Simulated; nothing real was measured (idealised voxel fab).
Documented hereafter: the process module known as voxel ribs on slabs.
This is section cut - it's 280 nm across, gridded in 5 nm square cells.
A cross-section in this document is a grid of square cells, and it is written down as bands, the top band listed before the ones below it; a band is made up of one or more rows of cells. Each band's line starts with the height of the band's top and of its bottom, in nm. Then come its materials from left to right, each with its width in nm. One material with "edge to edge" fills the band from edge to edge. "blank" is empty space. Ref level 0: as-received wafer is one material below here. Bottom band extends down with no lower bound ("top 0, no bottom"). Per-row width for "30 to 40": begins at first number (top row of band), ends at second number (bottom row), increment between rows held constant. "remained unchanged" for a step: no cell of the cross-section changed in that step. What "Sealed cavities" gives you is every empty space of 8 cells or more that is cut off from the top. Each appears as width x height at distance, with the distance taken from the left edge and width, height and distance all in nm. On a step's line, text after the settings is the simulator commenting on that step. overlay nm, on a step with a mask: how far to the right of its planned place the mask lay; to the left if negative.
### These are the steps we planned for the process
1) RECEIVE, material Si
2) DIRECTIONAL_DEP, material SiO2, thk nm 25
3) DIRECTIONAL_DEP, material polySi, thk nm 15
4) DIRECTIONAL_DEP, material aC, thk nm 10
5) PATTERN, tone cover, mask id RIB, material resist, width nm 15, thk nm 30, overlay nm 0
6) DIRECTIONAL_ETCH, etch materials aC, depth nm 10
7) STRIP, etch materials resist
8) DIRECTIONAL_ETCH, etch materials polySi, depth nm 10
9) STRIP, etch materials aC
10) MASKED_ETCH, tone cover, mask id SLAB, width nm 45, etch materials polySi, depth nm 5, overlay nm 0
11) FILL_DEP, material SiO2, thk nm 15
12) CMP, height nm 50
13) DIRECTIONAL_DEP, material TiN, thk nm 5
14) MASKED_ETCH, tone cover, mask id HEATER, width nm 25, etch materials TiN, depth nm 5, overlay nm 0
15) CONFORMAL_DEP, material SiO2, thk nm 10
### as received, after step 1
	top 0, no bottom: Si edge to edge
	Sealed cavities: none
### End state of the module in cross-section, given the above starting point and plan and one mistake in execution
	top 65, bottom 60: blank 115 nm; SiO2 45 nm; blank 120 nm
	top 60, bottom 55: SiO2 edge to edge
	top 55, bottom 50: SiO2 125 nm; TiN 25 nm; SiO2 130 nm
	top 50, bottom 40: SiO2 edge to edge
	top 40, bottom 35: SiO2 115 nm; polySi 45 nm; SiO2 120 nm
	top 35, bottom 25: aC edge to edge
	top 25, bottom 0: SiO2 edge to edge
	top 0, no bottom: Si edge to edge
	Sealed cavities: none
Misprocessing identified: plan steps 3 and 4 run swapped
